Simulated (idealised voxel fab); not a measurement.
The process module that follows is named voxel gate over fins.
Cross-section cut spans 190 nm and uses square cells 5 nm in size.
Heads up, the way a cross-section reads in here is a grid of square cells, handed over as bands from the top down, with every band being one or more rows of cells. Heights first: top, then bottom, in nm. Then materials, left to right, each with a width in nm. "all across" on a single material: fills the band edge to edge. "blank": empty space. Below 0: as-received wafer, all one material; heights counted from there. Lowest band: no bottom, goes on down, written "from 0 down". You'd read "30..40" like this: the band's top row of cells is as wide as the first number, its bottom row is as wide as the second, and going down, every row changes width by the same amount as the row before did. Take "same as before" at face value: in the step it is given for, the cross-section changed in none of its cells. If an empty space has no open way to the top and is at least 8 cells in size, "Completely sealed voids" lists it, written width x height at distance, where distance is measured from the left edge and every value is in nm. Read whatever lies past the settings on a step's line as the simulator's own remark about the step. Regarding "overlay nm": on a step with a mask, it is the distance the mask lay to the right of its planned place; a negative value places it to the left.

## Process steps foreseen in the plan
1,RECEIVE,material Si
2,CONFORMAL_DEP,material SiN,thk nm 10
3,DIRECTIONAL_DEP,material aC,thk nm 15
4,PATTERN,tone cover,mask id FINS,material resist,width nm 15,pitch nm 40,thk nm 30,overlay nm 0
5,DIRECTIONAL_ETCH,etch materials aC,depth nm 15
6,STRIP,etch materials resist
7,DIRECTIONAL_ETCH,etch materials SiN,depth nm 10
8,DIRECTIONAL_ETCH,etch materials Si,depth nm 30
9,STRIP,etch materials aC
10,FILL_DEP,material SiO2,thk nm 10
11,CMP,height nm 10
12,SELECTIVE_ETCH,etch materials SiO2,depth nm 25
13,STRIP,etch materials SiN
14,CONFORMAL_DEP,material HfO2,thk nm 5
15,CONFORMAL_DEP,material TiN,thk nm 5
16,CONFORMAL_DEP,material TiAl,thk nm 5
17,CONFORMAL_DEP,material TiN,thk nm 5
18,FILL_DEP,material W,thk nm 10
19,CMP,height nm 25
20,CONFORMAL_DEP,material SiCN,thk nm 5

## Received-state cross-section, reflecting completion of step 1
from 0 down = Si all across
Completely sealed voids: none

## Cross-section at module end, one run error; start and plan unchanged from above
from 20 to 15 = SiCN all across
from 15 to 10 = 25 nm W | 5 nm TiN | 125 nm TiAl | 5 nm TiN | 30 nm W
from 10 to 5 = 25 nm W | 5 nm TiN | 5 nm TiAl | 35 nm TiN | 5 nm TiAl | 35 nm TiN | 5 nm TiAl | 35 nm TiN | 5 nm TiAl | 5 nm TiN | 30 nm W
from 5 to 0 = 30 nm TiN | 5 nm TiAl | 5 nm TiN | 25 nm HfO2 | 5 nm TiN | 5 nm TiAl | 5 nm TiN | 25 nm HfO2 | 5 nm TiN | 5 nm TiAl | 5 nm TiN | 25 nm HfO2 | 5 nm TiN | 5 nm TiAl | 35 nm TiN
from 0 to -5 = 35 nm TiAl | 5 nm TiN | 5 nm HfO2 | 15 nm Si | 5 nm HfO2 | 5 nm TiN | 5 nm TiAl | 5 nm TiN | 5 nm HfO2 | 15 nm Si | 5 nm HfO2 | 5 nm TiN | 5 nm TiAl | 5 nm TiN | 5 nm HfO2 | 15 nm Si | 5 nm HfO2 | 5 nm TiN | 40 nm TiAl
from -5 to -10 = 40 nm TiN | 5 nm HfO2 | 15 nm Si | 5 nm HfO2 | 15 nm TiN | 5 nm HfO2 | 15 nm Si | 5 nm HfO2 | 15 nm TiN | 5 nm HfO2 | 15 nm Si | 5 nm HfO2 | 45 nm TiN
from -10 to -15 = 45 nm HfO2 | 15 nm Si | 25 nm HfO2 | 15 nm Si | 25 nm HfO2 | 15 nm Si | 50 nm HfO2
from -15 to -30 = 45 nm SiO2 | 15 nm Si | 25 nm SiO2 | 15 nm Si | 25 nm SiO2 | 15 nm Si | 50 nm SiO2
from -30 down = Si all across
Completely sealed voids: none
Here's what went sideways: step 19, actual vs plan mismatch, actual run CMP,height nm 15
